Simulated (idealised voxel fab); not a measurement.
The name of this process module is voxel ribs on slabs.
cross-section cut | 230 nm wide | cells 5 nm
Just so we're on the same page, the cross-sections are grids of square cells, and they're listed out in bands top to bottom, each band one or more rows deep. Within each band entry, the heights of the top and of the bottom of the band appear first, in that order and in nm; the materials of the band then follow from left to right, each with its corresponding width in nm. The designation "edge to edge" on a single material indicates that it fills the band from edge to edge; the designation "blank" indicates empty space. Heights are expressed relative to 0, this being the level below which the as-received wafer comprises one material exclusively. The lowest band is unbounded in the downward direction and is denoted as in "top 0, no bottom". With a width like "30..40", each row of cells in the band differs from the next by the same amount, the top row carrying the first number and the bottom row the second. Where the words "nothing was modified" appear for a step, the cross-section shows no cell changed by that step; every cell remained as before. "Closed voids list" contains a list of empty spaces, each no smaller than 8 cells and without an open way to the top, written in the form width x height at distance with the distance from the left edge and all three in nm. On each step's line, the part that comes after the settings is the simulator's own comment on the step. If you see "overlay nm" on a step's line and that step has a mask, it's telling you how far right of where it was planned the mask ended up; a negative number means it went left instead.

[Process steps (planned)]
| 1 | RECEIVE,material Si |
| 2 | DIRECTIONAL_DEP,material SiO2,thk nm 25 |
| 3 | DIRECTIONAL_DEP,material SiN,thk nm 20 |
| 4 | MASKED_ETCH,tone cover,mask id RIB,width nm 20,etch materials SiN,depth nm 10,overlay nm 0 |
| 5 | PATTERN,tone cover,mask id SLAB,material resist,width nm 80,thk nm 15,overlay nm 0 |
| 6 | DIRECTIONAL_ETCH,etch materials SiN,depth nm 10 |
| 7 | STRIP,etch materials resist |
| 8 | FILL_DEP,material SiO2,thk nm 30 |
| 9 | CMP,height nm 65 |
| 10 | DIRECTIONAL_DEP,material TiN,thk nm 5 |
| 11 | PATTERN,tone cover,mask id HEATER,material resist,width nm 30,thk nm 20,overlay nm 0 |
| 12 | DIRECTIONAL_ETCH,etch materials TiN,depth nm 5 |
| 13 | STRIP,etch materials resist |
| 14 | CONFORMAL_DEP,material SiO2,thk nm 10 |

[Below: the first of two wafers, run as planned]

[Cross-section: wafer on arrival = after step 1]
	top 0, no bottom  Si edge to edge
	Closed voids list: none

[The wafer in cross-section once step 2 is complete]
	top 25, bottom 0  SiO2 edge to edge
	Note: structure below 0 unchanged.

[The wafer in cross-section once step 3 is complete]
	top 45, bottom 25  SiN edge to edge
	Note: structure below 25 unchanged.

[The wafer in cross-section once step 4 is complete]
	top 45, bottom 35  blank=105 / SiN=20 / blank=105
	Note: structure below 35 unchanged.

[The wafer in cross-section once step 5 is complete]
	top 60, bottom 45  blank=75 / resist=80 / blank=75
	top 45, bottom 35  blank=75 / resist=30 / SiN=20 / resist=30 / blank=75
	Note: structure below 35 unchanged.

[The wafer in cross-section once step 6 is complete]
	top 60, bottom 45  blank=75 / resist=80 / blank=75
	top 45, bottom 35  blank=75 / resist=30 / SiN=20 / resist=30 / blank=75
	top 35, bottom 25  blank=75 / SiN=80 / blank=75
	Note: structure below 25 unchanged.

[The wafer in cross-section once step 7 is complete]
	top 45, bottom 35  blank=105 / SiN=20 / blank=105
	Note: structure below 35 unchanged.

[The wafer in cross-section once step 8 is complete]
	top 75, bottom 45  SiO2 edge to edge
	top 45, bottom 35  SiO2=105 / SiN=20 / SiO2=105
	top 35, bottom 25  SiO2=75 / SiN=80 / SiO2=75
	Note: structure below 25 unchanged.

[The wafer in cross-section once step 9 is complete]
	top 65, bottom 45  SiO2 edge to edge
	Note: structure below 45 unchanged.

[The wafer in cross-section once step 10 is complete]
	top 70, bottom 65  TiN edge to edge
	Note: structure below 65 unchanged.

[The wafer in cross-section once step 11 is complete]
	top 90, bottom 70  blank=100 / resist=30 / blank=100
	Note: structure below 70 unchanged.

[The wafer in cross-section once step 12 is complete]
	top 90, bottom 70  blank=100 / resist=30 / blank=100
	top 70, bottom 65  blank=100 / TiN=30 / blank=100
	Note: structure below 65 unchanged.

[The wafer in cross-section once step 13 is complete]
	top 70, bottom 65  blank=100 / TiN=30 / blank=100
	Note: structure below 65 unchanged.

[The wafer in cross-section once step 14 is complete]
	top 80, bottom 75  blank=90 / SiO2=50 / blank=90
	top 75, bottom 70  SiO2 edge to edge
	top 70, bottom 65  SiO2=100 / TiN=30 / SiO2=100
	Note: structure below 65 unchanged.

[Wafer two. Same start, same plan, one slip in execution. Same as wafer one through step 3, inclusive]

[Second wafer, section view, time point: scheduled end of step 4]
	top 45, bottom 35  blank=95 / SiN=20 / blank=115
	Note: structure below 35 unchanged.

[Second wafer, section view, time point: scheduled end of step 5]
	top 60, bottom 45  blank=75 / resist=80 / blank=75
	top 45, bottom 35  blank=75 / resist=20 / SiN=20 / resist=40 / blank=75
	Note: structure below 35 unchanged.

[Second wafer, section view, time point: scheduled end of step 6]
	top 60, bottom 45  blank=75 / resist=80 / blank=75
	top 45, bottom 35  blank=75 / resist=20 / SiN=20 / resist=40 / blank=75
	top 35, bottom 25  blank=75 / SiN=80 / blank=75
	Note: structure below 25 unchanged.

[Second wafer, section view, time point: scheduled end of step 7]
	top 45, bottom 35  blank=95 / SiN=20 / blank=115
	Note: structure below 35 unchanged.

[Second wafer, section view, time point: scheduled end of step 8]
	top 75, bottom 45  SiO2 edge to edge
	top 45, bottom 35  SiO2=95 / SiN=20 / SiO2=115
	top 35, bottom 25  SiO2=75 / SiN=80 / SiO2=75
	Note: structure below 25 unchanged.

[Second wafer, section view, time point: scheduled end of step 9]
	top 65, bottom 45  SiO2 edge to edge
	Note: structure below 45 unchanged.

[Second wafer, section view, time point: scheduled end of step 10]
	top 70, bottom 65  TiN edge to edge
	Note: structure below 65 unchanged.

[Second wafer, section view, time point: scheduled end of step 11]
	top 90, bottom 70  blank=100 / resist=30 / blank=100
	Note: structure below 70 unchanged.

[Second wafer, section view, time point: scheduled end of step 12]
	top 90, bottom 70  blank=100 / resist=30 / blank=100
	top 70, bottom 65  blank=100 / TiN=30 / blank=100
	Note: structure below 65 unchanged.

[Second wafer, section view, time point: scheduled end of step 13]
	top 70, bottom 65  blank=100 / TiN=30 / blank=100
	Note: structure below 65 unchanged.

[Second wafer, section view, time point: scheduled end of step 14]
	top 80, bottom 75  blank=90 / SiO2=50 / blank=90
	top 75, bottom 70  SiO2 edge to edge
	top 70, bottom 65  SiO2=100 / TiN=30 / SiO2=100
	Note: structure below 65 unchanged.
The mistake made against the process plan was this: step 4 off recipe, ran as MASKED_ETCH,tone cover,mask id RIB,width nm 20,etch materials SiN,depth nm 10,overlay nm -10
When the process is done, the second wafer contains the same cell count of every material as the first wafer, but distributed over other locations.
